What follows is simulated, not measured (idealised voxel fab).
Process module in this document: voxel transistor to metal
Square cell edge 5 nm, section width 275 nm, ID cut.
How to read a cross-section here: the picture is a grid of square cells, written as bands going from the top down, and any band can span one or more rows of cells.
The band entry comprises the height of the band's top followed by the height of its bottom, expressed in nm, and subsequently the band's materials from left to right, each stated together with its width in nm. Where a single material is marked with the word "edge to edge", that material fills the band from edge to edge. The word "air" represents empty space.
Note: height 0 marks the level under which the wafer is uniformly one material as received. Lowest band unbounded below, written "0..down".
The notation "30..40" denotes a width that varies across the rows of cells in the band, beginning at the first number in the top row, finishing at the second number in the bottom row, and changing by an identical amount from each row to the next.
"changes: none" after a step means that no cell of the cross-section changed.
Empty spaces counting at least 8 cells and having no open way to the top are listed in "Encapsulated voids". The notation width x height at distance is used for each, the distance being from the left edge and all three values in nm.
On each step's line, the part that comes after the settings is the simulator's own comment on the step.
"overlay nm" on a masked step: distance the mask lay right of its planned place, negative for left.

## Here's what the planned process steps look like
1 RECEIVE: material Si
2 OXIDIZE: depth nm 5
3 CONFORMAL_DEP: material SiN, thk nm 15
4 DIRECTIONAL_DEP: material aC, thk nm 15
5 PATTERN: tone cover, mask id ACTIVE, material resist, width nm 105, pitch nm 130, thk nm 30, overlay nm 0
6 DIRECTIONAL_ETCH: etch materials aC, depth nm 15
7 STRIP: etch materials resist
8 DIRECTIONAL_ETCH: etch materials SiN, depth nm 15
9 DIRECTIONAL_ETCH: etch materials SiO2, depth nm 5
10 DIRECTIONAL_ETCH: etch materials Si, depth nm 25
11 STRIP: etch materials aC
12 FILL_DEP: material SiO2, thk nm 10
13 CMP: height nm 15
14 SELECTIVE_ETCH: etch materials SiO2, depth nm 5
15 STRIP: etch materials SiN
16 SELECTIVE_ETCH: etch materials SiO2, depth nm 5
17 OXIDIZE: depth nm 5
18 DIRECTIONAL_DEP: material polySi, thk nm 30
19 DIRECTIONAL_DEP: material SiCN, thk nm 15
20 DIRECTIONAL_DEP: material aC, thk nm 10
21 PATTERN: tone cover, mask id GATE, material resist, width nm 25, pitch nm 130, thk nm 30, overlay nm 0
22 DIRECTIONAL_ETCH: etch materials aC, depth nm 10
23 STRIP: etch materials resist
24 DIRECTIONAL_ETCH: etch materials SiCN, depth nm 25
25 DIRECTIONAL_ETCH: etch materials polySi, depth nm 40
26 STRIP: etch materials aC
27 CONFORMAL_DEP: material SiN, thk nm 5
28 DIRECTIONAL_ETCH: etch materials SiN, depth nm 5
29 DIRECTIONAL_ETCH: etch materials SiO2, depth nm 5
30 DIRECTIONAL_ETCH: etch materials Si, depth nm 15
31 EPI: material pSi, thk nm 20
32 FILL_DEP: material SiO2, thk nm 5
33 CMP: height nm 40
34 DIRECTIONAL_DEP: material SiO2, thk nm 15
35 PATTERN: tone open, mask id CONTACT, material resist, width nm 30, pitch nm 65, thk nm 15, overlay nm 0
36 DIRECTIONAL_ETCH: etch materials SiO2, depth nm 60
37 STRIP: etch materials resist
38 CONFORMAL_DEP: material TiN, thk nm 5
39 FILL_DEP: material W, thk nm 5
40 CMP: height nm 55
41 DIRECTIONAL_DEP: material TiN, thk nm 5
42 DIRECTIONAL_DEP: material W, thk nm 25
43 MASKED_ETCH: tone cover, mask id METAL_1, width nm 15, etch materials W, depth nm 25, overlay nm 0
44 MASKED_ETCH: tone cover, mask id METAL_1, width nm 15, etch materials TiN, depth nm 5, overlay nm 0
45 CONFORMAL_DEP: material SiCN, thk nm 5
46 FILL_DEP: material SiO2, thk nm 5
47 CMP: height nm 85
48 CONFORMAL_DEP: material SiN, thk nm 5

## So, the first of our two wafers, run just as we planned it

## Cross-section, incoming material, after step 1
0..down  Si edge to edge
Encapsulated voids: none

## Step 2 complete: cross-section through the wafer
0..-5  SiO2 edge to edge
Lower than -5, everything is as it was.

## Step 3 complete: cross-section through the wafer
15..0  SiN edge to edge
Lower than 0, everything is as it was.

## Step 4 complete: cross-section through the wafer
30..15  aC edge to edge
Lower than 15, everything is as it was.

## Step 5 complete: cross-section through the wafer
60..30  air: 20, then resist: 105, then air: 25, then resist: 105, then air: 20
Lower than 30, everything is as it was.

## Step 6 complete: cross-section through the wafer
45..30  air: 20, then resist: 105, then air: 25, then resist: 105, then air: 20
30..15  air: 20, then aC: 105, then air: 25, then aC: 105, then air: 20
Lower than 15, everything is as it was.

## Step 7 complete: cross-section through the wafer
30..15  air: 20, then aC: 105, then air: 25, then aC: 105, then air: 20
Lower than 15, everything is as it was.

## Step 8 complete: cross-section through the wafer
30..15  air: 20, then aC: 105, then air: 25, then aC: 105, then air: 20
15..0  air: 20, then SiN: 105, then air: 25, then SiN: 105, then air: 20
Lower than 0, everything is as it was.

## Step 9 complete: cross-section through the wafer
30..15  air: 20, then aC: 105, then air: 25, then aC: 105, then air: 20
15..0  air: 20, then SiN: 105, then air: 25, then SiN: 105, then air: 20
0..-5  air: 20, then SiO2: 105, then air: 25, then SiO2: 105, then air: 20
Lower than -5, everything is as it was.

## Step 10 complete: cross-section through the wafer
30..15  air: 20, then aC: 105, then air: 25, then aC: 105, then air: 20
15..0  air: 20, then SiN: 105, then air: 25, then SiN: 105, then air: 20
0..-5  air: 20, then SiO2: 105, then air: 25, then SiO2: 105, then air: 20
-5..-30  air: 20, then Si: 105, then air: 25, then Si: 105, then air: 20
Lower than -30, everything is as it was.

## Step 11 complete: cross-section through the wafer
15..0  air: 20, then SiN: 105, then air: 25, then SiN: 105, then air: 20
Lower than 0, everything is as it was.

## Step 12 complete: cross-section through the wafer
25..15  SiO2 edge to edge
15..0  SiO2: 20, then SiN: 105, then SiO2: 25, then SiN: 105, then SiO2: 20
0..-5  SiO2 edge to edge
-5..-30  SiO2: 20, then Si: 105, then SiO2: 25, then Si: 105, then SiO2: 20
Lower than -30, everything is as it was.

## Step 13 complete: cross-section through the wafer
15..0  SiO2: 20, then SiN: 105, then SiO2: 25, then SiN: 105, then SiO2: 20
Lower than 0, everything is as it was.

## Step 14 complete: cross-section through the wafer
15..10  air: 20, then SiN: 105, then air: 25, then SiN: 105, then air: 20
Lower than 10, everything is as it was.

## Step 15 complete: cross-section through the wafer
10..0  SiO2: 20, then air: 105, then SiO2: 25, then air: 105, then SiO2: 20
Lower than 0, everything is as it was.

## Step 16 complete: cross-section through the wafer
5..-5  SiO2: 15, then air: 115, then SiO2: 15, then air: 115, then SiO2: 15
Lower than -5, everything is as it was.

## Step 17 complete: cross-section through the wafer
5..-5  SiO2: 15, then air: 115, then SiO2: 15, then air: 115, then SiO2: 15
-5..-10  SiO2 edge to edge
Lower than -10, everything is as it was.

## Step 18 complete: cross-section through the wafer
35..25  polySi: 15, then air: 115, then polySi: 15, then air: 115, then polySi: 15
25..5  polySi edge to edge
5..-5  SiO2: 15, then polySi: 115, then SiO2: 15, then polySi: 115, then SiO2: 15
Lower than -5, everything is as it was.

## Step 19 complete: cross-section through the wafer
50..40  SiCN: 15, then air: 115, then SiCN: 15, then air: 115, then SiCN: 15
40..35  SiCN edge to edge
35..25  polySi: 15, then SiCN: 115, then polySi: 15, then SiCN: 115, then polySi: 15
Lower than 25, everything is as it was.

## Step 20 complete: cross-section through the wafer
60..50  aC: 15, then air: 115, then aC: 15, then air: 115, then aC: 15
50..40  SiCN: 15, then aC: 115, then SiCN: 15, then aC: 115, then SiCN: 15
Lower than 40, everything is as it was.

## Step 21 complete: cross-section through the wafer
90..60  air: 60, then resist: 25, then air: 105, then resist: 25, then air: 60
60..50  aC: 15, then air: 45, then resist: 25, then air: 45, then aC: 15, then air: 45, then resist: 25, then air: 45, then aC: 15
Lower than 50, everything is as it was.

## Step 22 complete: cross-section through the wafer
80..50  air: 60, then resist: 25, then air: 105, then resist: 25, then air: 60
50..40  SiCN: 15, then air: 45, then aC: 25, then air: 45, then SiCN: 15, then air: 45, then aC: 25, then air: 45, then SiCN: 15
Lower than 40, everything is as it was.

## Step 23 complete: cross-section through the wafer
50..40  SiCN: 15, then air: 45, then aC: 25, then air: 45, then SiCN: 15, then air: 45, then aC: 25, then air: 45, then SiCN: 15
Lower than 40, everything is as it was.

## Step 24 complete: cross-section through the wafer
50..40  air: 60, then aC: 25, then air: 105, then aC: 25, then air: 60
40..35  air: 60, then SiCN: 25, then air: 105, then SiCN: 25, then air: 60
35..25  polySi: 15, then air: 45, then SiCN: 25, then air: 45, then polySi: 15, then air: 45, then SiCN: 25, then air: 45, then polySi: 15
Lower than 25, everything is as it was.

## Step 25 complete: cross-section through the wafer
50..40  air: 60, then aC: 25, then air: 105, then aC: 25, then air: 60
40..25  air: 60, then SiCN: 25, then air: 105, then SiCN: 25, then air: 60
25..5  air: 60, then polySi: 25, then air: 105, then polySi: 25, then air: 60
5..-5  SiO2: 15, then air: 45, then polySi: 25, then air: 45, then SiO2: 15, then air: 45, then polySi: 25, then air: 45, then SiO2: 15
Lower than -5, everything is as it was.

## Step 26 complete: cross-section through the wafer
40..25  air: 60, then SiCN: 25, then air: 105, then SiCN: 25, then air: 60
Lower than 25, everything is as it was.

## Step 27 complete: cross-section through the wafer
45..40  air: 55, then SiN: 35, then air: 95, then SiN: 35, then air: 55
40..25  air: 55, then SiN: 5, then SiCN: 25, then SiN: 5, then air: 95, then SiN: 5, then SiCN: 25, then SiN: 5, then air: 55
25..10  air: 55, then SiN: 5, then polySi: 25, then SiN: 5, then air: 95, then SiN: 5, then polySi: 25, then SiN: 5, then air: 55
10..5  SiN: 20, then air: 35, then SiN: 5, then polySi: 25, then SiN: 5, then air: 35, then SiN: 25, then air: 35, then SiN: 5, then polySi: 25, then SiN: 5, then air: 35, then SiN: 20
5..0  SiO2: 15, then SiN: 5, then air: 35, then SiN: 5, then polySi: 25, then SiN: 5, then air: 35, then SiN: 5, then SiO2: 15, then SiN: 5, then air: 35, then SiN: 5, then polySi: 25, then SiN: 5, then air: 35, then SiN: 5, then SiO2: 15
0..-5  SiO2: 15, then SiN: 45, then polySi: 25, then SiN: 45, then SiO2: 15, then SiN: 45, then polySi: 25, then SiN: 45, then SiO2: 15
Lower than -5, everything is as it was.

## Step 28 complete: cross-section through the wafer
40..25  air: 55, then SiN: 5, then SiCN: 25, then SiN: 5, then air: 95, then SiN: 5, then SiCN: 25, then SiN: 5, then air: 55
25..5  air: 55, then SiN: 5, then polySi: 25, then SiN: 5, then air: 95, then SiN: 5, then polySi: 25, then SiN: 5, then air: 55
5..-5  SiO2: 15, then SiN: 5, then air: 35, then SiN: 5, then polySi: 25, then SiN: 5, then air: 35, then SiN: 5, then SiO2: 15, then SiN: 5, then air: 35, then SiN: 5, then polySi: 25, then SiN: 5, then air: 35, then SiN: 5, then SiO2: 15
Lower than -5, everything is as it was.

## Step 29 complete: cross-section through the wafer
40..25  air: 55, then SiN: 5, then SiCN: 25, then SiN: 5, then air: 95, then SiN: 5, then SiCN: 25, then SiN: 5, then air: 55
25..5  air: 55, then SiN: 5, then polySi: 25, then SiN: 5, then air: 95, then SiN: 5, then polySi: 25, then SiN: 5, then air: 55
5..0  air: 15, then SiN: 5, then air: 35, then SiN: 5, then polySi: 25, then SiN: 5, then air: 35, then SiN: 5, then air: 15, then SiN: 5, then air: 35, then SiN: 5, then polySi: 25, then SiN: 5, then air: 35, then SiN: 5, then air: 15
0..-5  SiO2: 15, then SiN: 5, then air: 35, then SiN: 5, then polySi: 25, then SiN: 5, then air: 35, then SiN: 5, then SiO2: 15, then SiN: 5, then air: 35, then SiN: 5, then polySi: 25, then SiN: 5, then air: 35, then SiN: 5, then SiO2: 15
-5..-10  SiO2: 20, then air: 35, then SiO2: 35, then air: 35, then SiO2: 25, then air: 35, then SiO2: 35, then air: 35, then SiO2: 20
Lower than -10, everything is as it was.

## Step 30 complete: cross-section through the wafer
40..25  air: 55, then SiN: 5, then SiCN: 25, then SiN: 5, then air: 95, then SiN: 5, then SiCN: 25, then SiN: 5, then air: 55
25..5  air: 55, then SiN: 5, then polySi: 25, then SiN: 5, then air: 95, then SiN: 5, then polySi: 25, then SiN: 5, then air: 55
5..0  air: 15, then SiN: 5, then air: 35, then SiN: 5, then polySi: 25, then SiN: 5, then air: 35, then SiN: 5, then air: 15, then SiN: 5, then air: 35, then SiN: 5, then polySi: 25, then SiN: 5, then air: 35, then SiN: 5, then air: 15
0..-5  SiO2: 15, then SiN: 5, then air: 35, then SiN: 5, then polySi: 25, then SiN: 5, then air: 35, then SiN: 5, then SiO2: 15, then SiN: 5, then air: 35, then SiN: 5, then polySi: 25, then SiN: 5, then air: 35, then SiN: 5, then SiO2: 15
-5..-10  SiO2: 20, then air: 35, then SiO2: 35, then air: 35, then SiO2: 25, then air: 35, then SiO2: 35, then air: 35, then SiO2: 20
-10..-25  SiO2: 20, then air: 35, then Si: 35, then air: 35, then SiO2: 25, then air: 35, then Si: 35, then air: 35, then SiO2: 20
Lower than -25, everything is as it was.

## Step 31 complete: cross-section through the wafer
40..25  air: 55, then SiN: 5, then SiCN: 25, then SiN: 5, then air: 95, then SiN: 5, then SiCN: 25, then SiN: 5, then air: 55
25..10  air: 55, then SiN: 5, then polySi: 25, then SiN: 5, then air: 95, then SiN: 5, then polySi: 25, then SiN: 5, then air: 55
10..5  air: 35, then pSi: 20, then SiN: 5, then polySi: 25, then SiN: 5, then pSi: 20, then air: 55, then pSi: 20, then SiN: 5, then polySi: 25, then SiN: 5, then pSi: 20, then air: 35
5..0  air: 15, then SiN: 5, then air: 15, then pSi: 20, then SiN: 5, then polySi: 25, then SiN: 5, then pSi: 20, then air: 15, then SiN: 5, then air: 15, then SiN: 5, then air: 15, then pSi: 20, then SiN: 5, then polySi: 25, then SiN: 5, then pSi: 20, then air: 15, then SiN: 5, then air: 15
0..-5  SiO2: 15, then SiN: 5, then air: 15, then pSi: 20, then SiN: 5, then polySi: 25, then SiN: 5, then pSi: 20, then air: 15, then SiN: 5, then SiO2: 15, then SiN: 5, then air: 15, then pSi: 20, then SiN: 5, then polySi: 25, then SiN: 5, then pSi: 20, then air: 15, then SiN: 5, then SiO2: 15
-5..-10  SiO2: 20, then pSi: 35, then SiO2: 35, then pSi: 35, then SiO2: 25, then pSi: 35, then SiO2: 35, then pSi: 35, then SiO2: 20
-10..-25  SiO2: 20, then pSi: 35, then Si: 35, then pSi: 35, then SiO2: 25, then pSi: 35, then Si: 35, then pSi: 35, then SiO2: 20
Lower than -25, everything is as it was.

## Step 32 complete: cross-section through the wafer
45..40  SiO2 edge to edge
40..25  SiO2: 55, then SiN: 5, then SiCN: 25, then SiN: 5, then SiO2: 95, then SiN: 5, then SiCN: 25, then SiN: 5, then SiO2: 55
25..10  SiO2: 55, then SiN: 5, then polySi: 25, then SiN: 5, then SiO2: 95, then SiN: 5, then polySi: 25, then SiN: 5, then SiO2: 55
10..5  SiO2: 35, then pSi: 20, then SiN: 5, then polySi: 25, then SiN: 5, then pSi: 20, then SiO2: 55, then pSi: 20, then SiN: 5, then polySi: 25, then SiN: 5, then pSi: 20, then SiO2: 35
5..-5  SiO2: 15, then SiN: 5, then SiO2: 15, then pSi: 20, then SiN: 5, then polySi: 25, then SiN: 5, then pSi: 20, then SiO2: 15, then SiN: 5, then SiO2: 15, then SiN: 5, then SiO2: 15, then pSi: 20, then SiN: 5, then polySi: 25, then SiN: 5, then pSi: 20, then SiO2: 15, then SiN: 5, then SiO2: 15
Lower than -5, everything is as it was.

## Step 33 complete: cross-section through the wafer
40..25  SiO2: 55, then SiN: 5, then SiCN: 25, then SiN: 5, then SiO2: 95, then SiN: 5, then SiCN: 25, then SiN: 5, then SiO2: 55
Lower than 25, everything is as it was.

## Step 34 complete: cross-section through the wafer
55..40  SiO2 edge to edge
Lower than 40, everything is as it was.

## Step 35 complete: cross-section through the wafer
70..55  resist: 25, then air: 30, then resist: 35, then air: 30, then resist: 35, then air: 30, then resist: 35, then air: 30, then resist: 25
Lower than 55, everything is as it was.

## Step 36 complete: cross-section through the wafer
70..55  resist: 25, then air: 30, then resist: 35, then air: 30, then resist: 35, then air: 30, then resist: 35, then air: 30, then resist: 25
55..40  SiO2: 25, then air: 30, then SiO2: 35, then air: 30, then SiO2: 35, then air: 30, then SiO2: 35, then air: 30, then SiO2: 25
40..25  SiO2: 25, then air: 30, then SiN: 5, then SiCN: 25, then SiN: 5, then air: 30, then SiO2: 35, then air: 30, then SiN: 5, then SiCN: 25, then SiN: 5, then air: 30, then SiO2: 25
25..10  SiO2: 25, then air: 30, then SiN: 5, then polySi: 25, then SiN: 5, then air: 30, then SiO2: 35, then air: 30, then SiN: 5, then polySi: 25, then SiN: 5, then air: 30, then SiO2: 25
10..5  SiO2: 25, then air: 10, then pSi: 20, then SiN: 5, then polySi: 25, then SiN: 5, then pSi: 20, then air: 10, then SiO2: 35, then air: 10, then pSi: 20, then SiN: 5, then polySi: 25, then SiN: 5, then pSi: 20, then air: 10, then SiO2: 25
5..-5  SiO2: 15, then SiN: 5, then SiO2: 5, then air: 10, then pSi: 20, then SiN: 5, then polySi: 25, then SiN: 5, then pSi: 20, then air: 10, then SiO2: 5, then SiN: 5, then SiO2: 15, then SiN: 5, then SiO2: 5, then air: 10, then pSi: 20, then SiN: 5, then polySi: 25, then SiN: 5, then pSi: 20, then air: 10, then SiO2: 5, then SiN: 5, then SiO2: 15
Lower than -5, everything is as it was.

## Step 37 complete: cross-section through the wafer
55..40  SiO2: 25, then air: 30, then SiO2: 35, then air: 30, then SiO2: 35, then air: 30, then SiO2: 35, then air: 30, then SiO2: 25
Lower than 40, everything is as it was.

## Step 38 complete: cross-section through the wafer
60..55  TiN: 30, then air: 20, then TiN: 45, then air: 20, then TiN: 45, then air: 20, then TiN: 45, then air: 20, then TiN: 30
55..40  SiO2: 25, then TiN: 5, then air: 20, then TiN: 5, then SiO2: 35, then TiN: 5, then air: 20, then TiN: 5, then SiO2: 35, then TiN: 5, then air: 20, then TiN: 5, then SiO2: 35, then TiN: 5, then air: 20, then TiN: 5, then SiO2: 25
40..25  SiO2: 25, then TiN: 5, then air: 20, then TiN: 5, then SiN: 5, then SiCN: 25, then SiN: 5, then TiN: 5, then air: 20, then TiN: 5, then SiO2: 35, then TiN: 5, then air: 20, then TiN: 5, then SiN: 5, then SiCN: 25, then SiN: 5, then TiN: 5, then air: 20, then TiN: 5, then SiO2: 25
25..15  SiO2: 25, then TiN: 5, then air: 20, then TiN: 5, then SiN: 5, then polySi: 25, then SiN: 5, then TiN: 5, then air: 20, then TiN: 5, then SiO2: 35, then TiN: 5, then air: 20, then TiN: 5, then SiN: 5, then polySi: 25, then SiN: 5, then TiN: 5, then air: 20, then TiN: 5, then SiO2: 25
15..10  SiO2: 25, then TiN: 30, then SiN: 5, then polySi: 25, then SiN: 5, then TiN: 30, then SiO2: 35, then TiN: 30, then SiN: 5, then polySi: 25, then SiN: 5, then TiN: 30, then SiO2: 25
10..5  SiO2: 25, then TiN: 10, then pSi: 20, then SiN: 5, then polySi: 25, then SiN: 5, then pSi: 20, then TiN: 10, then SiO2: 35, then TiN: 10, then pSi: 20, then SiN: 5, then polySi: 25, then SiN: 5, then pSi: 20, then TiN: 10, then SiO2: 25
5..-5  SiO2: 15, then SiN: 5, then SiO2: 5, then TiN: 10, then pSi: 20, then SiN: 5, then polySi: 25, then SiN: 5, then pSi: 20, then TiN: 10, then SiO2: 5, then SiN: 5, then SiO2: 15, then SiN: 5, then SiO2: 5, then TiN: 10, then pSi: 20, then SiN: 5, then polySi: 25, then SiN: 5, then pSi: 20, then TiN: 10, then SiO2: 5, then SiN: 5, then SiO2: 15
Lower than -5, everything is as it was.

## Step 39 complete: cross-section through the wafer
65..60  W edge to edge
60..55  TiN: 30, then W: 20, then TiN: 45, then W: 20, then TiN: 45, then W: 20, then TiN: 45, then W: 20, then TiN: 30
55..40  SiO2: 25, then TiN: 5, then W: 20, then TiN: 5, then SiO2: 35, then TiN: 5, then W: 20, then TiN: 5, then SiO2: 35, then TiN: 5, then W: 20, then TiN: 5, then SiO2: 35, then TiN: 5, then W: 20, then TiN: 5, then SiO2: 25
40..25  SiO2: 25, then TiN: 5, then W: 20, then TiN: 5, then SiN: 5, then SiCN: 25, then SiN: 5, then TiN: 5, then W: 20, then TiN: 5, then SiO2: 35, then TiN: 5, then W: 20, then TiN: 5, then SiN: 5, then SiCN: 25, then SiN: 5, then TiN: 5, then W: 20, then TiN: 5, then SiO2: 25
25..15  SiO2: 25, then TiN: 5, then W: 20, then TiN: 5, then SiN: 5, then polySi: 25, then SiN: 5, then TiN: 5, then W: 20, then TiN: 5, then SiO2: 35, then TiN: 5, then W: 20, then TiN: 5, then SiN: 5, then polySi: 25, then SiN: 5, then TiN: 5, then W: 20, then TiN: 5, then SiO2: 25
Lower than 15, everything is as it was.

## Step 40 complete: cross-section through the wafer
55..40  SiO2: 25, then TiN: 5, then W: 20, then TiN: 5, then SiO2: 35, then TiN: 5, then W: 20, then TiN: 5, then SiO2: 35, then TiN: 5, then W: 20, then TiN: 5, then SiO2: 35, then TiN: 5, then W: 20, then TiN: 5, then SiO2: 25
Lower than 40, everything is as it was.

## Step 41 complete: cross-section through the wafer
60..55  TiN edge to edge
Lower than 55, everything is as it was.

## Step 42 complete: cross-section through the wafer
85..60  W edge to edge
Lower than 60, everything is as it was.

## Step 43 complete: cross-section through the wafer
85..60  air: 25, then W: 15, then air: 65, then W: 15, then air: 35, then W: 15, then air: 65, then W: 15, then air: 25
Lower than 60, everything is as it was.

## Step 44 complete: cross-section through the wafer
85..60  air: 25, then W: 15, then air: 65, then W: 15, then air: 35, then W: 15, then air: 65, then W: 15, then air: 25
60..55  air: 25, then TiN: 15, then air: 65, then TiN: 15, then air: 35, then TiN: 15, then air: 65, then TiN: 15, then air: 25
Lower than 55, everything is as it was.

## Step 45 complete: cross-section through the wafer
90..85  air: 20, then SiCN: 25, then air: 55, then SiCN: 25, then air: 25, then SiCN: 25, then air: 55, then SiCN: 25, then air: 20
85..60  air: 20, then SiCN: 5, then W: 15, then SiCN: 5, then air: 55, then SiCN: 5, then W: 15, then SiCN: 5, then air: 25, then SiCN: 5, then W: 15, then SiCN: 5, then air: 55, then SiCN: 5, then W: 15, then SiCN: 5, then air: 20
60..55  SiCN: 25, then TiN: 15, then SiCN: 65, then TiN: 15, then SiCN: 35, then TiN: 15, then SiCN: 65, then TiN: 15, then SiCN: 25
Lower than 55, everything is as it was.

## Step 46 complete: cross-section through the wafer
95..90  SiO2 edge to edge
90..85  SiO2: 20, then SiCN: 25, then SiO2: 55, then SiCN: 25, then SiO2: 25, then SiCN: 25, then SiO2: 55, then SiCN: 25, then SiO2: 20
85..60  SiO2: 20, then SiCN: 5, then W: 15, then SiCN: 5, then SiO2: 55, then SiCN: 5, then W: 15, then SiCN: 5, then SiO2: 25, then SiCN: 5, then W: 15, then SiCN: 5, then SiO2: 55, then SiCN: 5, then W: 15, then SiCN: 5, then SiO2: 20
Lower than 60, everything is as it was.

## Step 47 complete: cross-section through the wafer
85..60  SiO2: 20, then SiCN: 5, then W: 15, then SiCN: 5, then SiO2: 55, then SiCN: 5, then W: 15, then SiCN: 5, then SiO2: 25, then SiCN: 5, then W: 15, then SiCN: 5, then SiO2: 55, then SiCN: 5, then W: 15, then SiCN: 5, then SiO2: 20
Lower than 60, everything is as it was.

## Step 48 complete: cross-section through the wafer
90..85  SiN edge to edge
Lower than 85, everything is as it was.

## Second of two: same start, same plan, one run error; steps up to and including 31 match the first

## Second wafer at the planned finish of step 32, seen in cross-section
45..40  TiN edge to edge
40..25  TiN: 55, then SiN: 5, then SiCN: 25, then SiN: 5, then TiN: 95, then SiN: 5, then SiCN: 25, then SiN: 5, then TiN: 55
25..10  TiN: 55, then SiN: 5, then polySi: 25, then SiN: 5, then TiN: 95, then SiN: 5, then polySi: 25, then SiN: 5, then TiN: 55
10..5  TiN: 35, then pSi: 20, then SiN: 5, then polySi: 25, then SiN: 5, then pSi: 20, then TiN: 55, then pSi: 20, then SiN: 5, then polySi: 25, then SiN: 5, then pSi: 20, then TiN: 35
5..0  TiN: 15, then SiN: 5, then TiN: 15, then pSi: 20, then SiN: 5, then polySi: 25, then SiN: 5, then pSi: 20, then TiN: 15, then SiN: 5, then TiN: 15, then SiN: 5, then TiN: 15, then pSi: 20, then SiN: 5, then polySi: 25, then SiN: 5, then pSi: 20, then TiN: 15, then SiN: 5, then TiN: 15
0..-5  SiO2: 15, then SiN: 5, then TiN: 15, then pSi: 20, then SiN: 5, then polySi: 25, then SiN: 5, then pSi: 20, then TiN: 15, then SiN: 5, then SiO2: 15, then SiN: 5, then TiN: 15, then pSi: 20, then SiN: 5, then polySi: 25, then SiN: 5, then pSi: 20, then TiN: 15, then SiN: 5, then SiO2: 15
Lower than -5, everything is as it was.

## Second wafer at the planned finish of step 33, seen in cross-section
40..25  TiN: 55, then SiN: 5, then SiCN: 25, then SiN: 5, then TiN: 95, then SiN: 5, then SiCN: 25, then SiN: 5, then TiN: 55
Lower than 25, everything is as it was.

## Second wafer at the planned finish of step 34, seen in cross-section
55..40  SiO2 edge to edge
Lower than 40, everything is as it was.

## Second wafer at the planned finish of step 35, seen in cross-section
70..55  resist: 25, then air: 30, then resist: 35, then air: 30, then resist: 35, then air: 30, then resist: 35, then air: 30, then resist: 25
Lower than 55, everything is as it was.

## Second wafer at the planned finish of step 36, seen in cross-section
70..55  resist: 25, then air: 30, then resist: 35, then air: 30, then resist: 35, then air: 30, then resist: 35, then air: 30, then resist: 25
55..40  SiO2: 25, then air: 30, then SiO2: 35, then air: 30, then SiO2: 35, then air: 30, then SiO2: 35, then air: 30, then SiO2: 25
Lower than 40, everything is as it was.

## Second wafer at the planned finish of step 37, seen in cross-section
55..40  SiO2: 25, then air: 30, then SiO2: 35, then air: 30, then SiO2: 35, then air: 30, then SiO2: 35, then air: 30, then SiO2: 25
Lower than 40, everything is as it was.

## Second wafer at the planned finish of step 38, seen in cross-section
60..55  TiN: 30, then air: 20, then TiN: 45, then air: 20, then TiN: 45, then air: 20, then TiN: 45, then air: 20, then TiN: 30
55..45  SiO2: 25, then TiN: 5, then air: 20, then TiN: 5, then SiO2: 35, then TiN: 5, then air: 20, then TiN: 5, then SiO2: 35, then TiN: 5, then air: 20, then TiN: 5, then SiO2: 35, then TiN: 5, then air: 20, then TiN: 5, then SiO2: 25
45..40  SiO2: 25, then TiN: 30, then SiO2: 35, then TiN: 30, then SiO2: 35, then TiN: 30, then SiO2: 35, then TiN: 30, then SiO2: 25
Lower than 40, everything is as it was.

## Second wafer at the planned finish of step 39, seen in cross-section
65..60  W edge to edge
60..55  TiN: 30, then W: 20, then TiN: 45, then W: 20, then TiN: 45, then W: 20, then TiN: 45, then W: 20, then TiN: 30
55..45  SiO2: 25, then TiN: 5, then W: 20, then TiN: 5, then SiO2: 35, then TiN: 5, then W: 20, then TiN: 5, then SiO2: 35, then TiN: 5, then W: 20, then TiN: 5, then SiO2: 35, then TiN: 5, then W: 20, then TiN: 5, then SiO2: 25
Lower than 45, everything is as it was.

## Second wafer at the planned finish of step 40, seen in cross-section
55..45  SiO2: 25, then TiN: 5, then W: 20, then TiN: 5, then SiO2: 35, then TiN: 5, then W: 20, then TiN: 5, then SiO2: 35, then TiN: 5, then W: 20, then TiN: 5, then SiO2: 35, then TiN: 5, then W: 20, then TiN: 5, then SiO2: 25
Lower than 45, everything is as it was.

## Second wafer at the planned finish of step 41, seen in cross-section
60..55  TiN edge to edge
Lower than 55, everything is as it was.

## Second wafer at the planned finish of step 42, seen in cross-section
85..60  W edge to edge
Lower than 60, everything is as it was.

## Second wafer at the planned finish of step 43, seen in cross-section
85..60  air: 25, then W: 15, then air: 65, then W: 15, then air: 35, then W: 15, then air: 65, then W: 15, then air: 25
Lower than 60, everything is as it was.

## Second wafer at the planned finish of step 44, seen in cross-section
85..60  air: 25, then W: 15, then air: 65, then W: 15, then air: 35, then W: 15, then air: 65, then W: 15, then air: 25
60..55  air: 25, then TiN: 15, then air: 65, then TiN: 15, then air: 35, then TiN: 15, then air: 65, then TiN: 15, then air: 25
Lower than 55, everything is as it was.

## Second wafer at the planned finish of step 45, seen in cross-section
90..85  air: 20, then SiCN: 25, then air: 55, then SiCN: 25, then air: 25, then SiCN: 25, then air: 55, then SiCN: 25, then air: 20
85..60  air: 20, then SiCN: 5, then W: 15, then SiCN: 5, then air: 55, then SiCN: 5, then W: 15, then SiCN: 5, then air: 25, then SiCN: 5, then W: 15, then SiCN: 5, then air: 55, then SiCN: 5, then W: 15, then SiCN: 5, then air: 20
60..55  SiCN: 25, then TiN: 15, then SiCN: 65, then TiN: 15, then SiCN: 35, then TiN: 15, then SiCN: 65, then TiN: 15, then SiCN: 25
Lower than 55, everything is as it was.

## Second wafer at the planned finish of step 46, seen in cross-section
95..90  SiO2 edge to edge
90..85  SiO2: 20, then SiCN: 25, then SiO2: 55, then SiCN: 25, then SiO2: 25, then SiCN: 25, then SiO2: 55, then SiCN: 25, then SiO2: 20
85..60  SiO2: 20, then SiCN: 5, then W: 15, then SiCN: 5, then SiO2: 55, then SiCN: 5, then W: 15, then SiCN: 5, then SiO2: 25, then SiCN: 5, then W: 15, then SiCN: 5, then SiO2: 55, then SiCN: 5, then W: 15, then SiCN: 5, then SiO2: 20
Lower than 60, everything is as it was.

## Second wafer at the planned finish of step 47, seen in cross-section
85..60  SiO2: 20, then SiCN: 5, then W: 15, then SiCN: 5, then SiO2: 55, then SiCN: 5, then W: 15, then SiCN: 5, then SiO2: 25, then SiCN: 5, then W: 15, then SiCN: 5, then SiO2: 55, then SiCN: 5, then W: 15, then SiCN: 5, then SiO2: 20
Lower than 60, everything is as it was.

## Second wafer at the planned finish of step 48, seen in cross-section
90..85  SiN edge to edge
Lower than 85, everything is as it was.
Deviation noted in wafer processing: not per plan at step 32, really ran FILL_DEP: material TiN, thk nm 5
The closing comparison, in cells, has the second wafer with more or fewer of some materials than the first: SiO2 -136 | TiN +232 | W -96
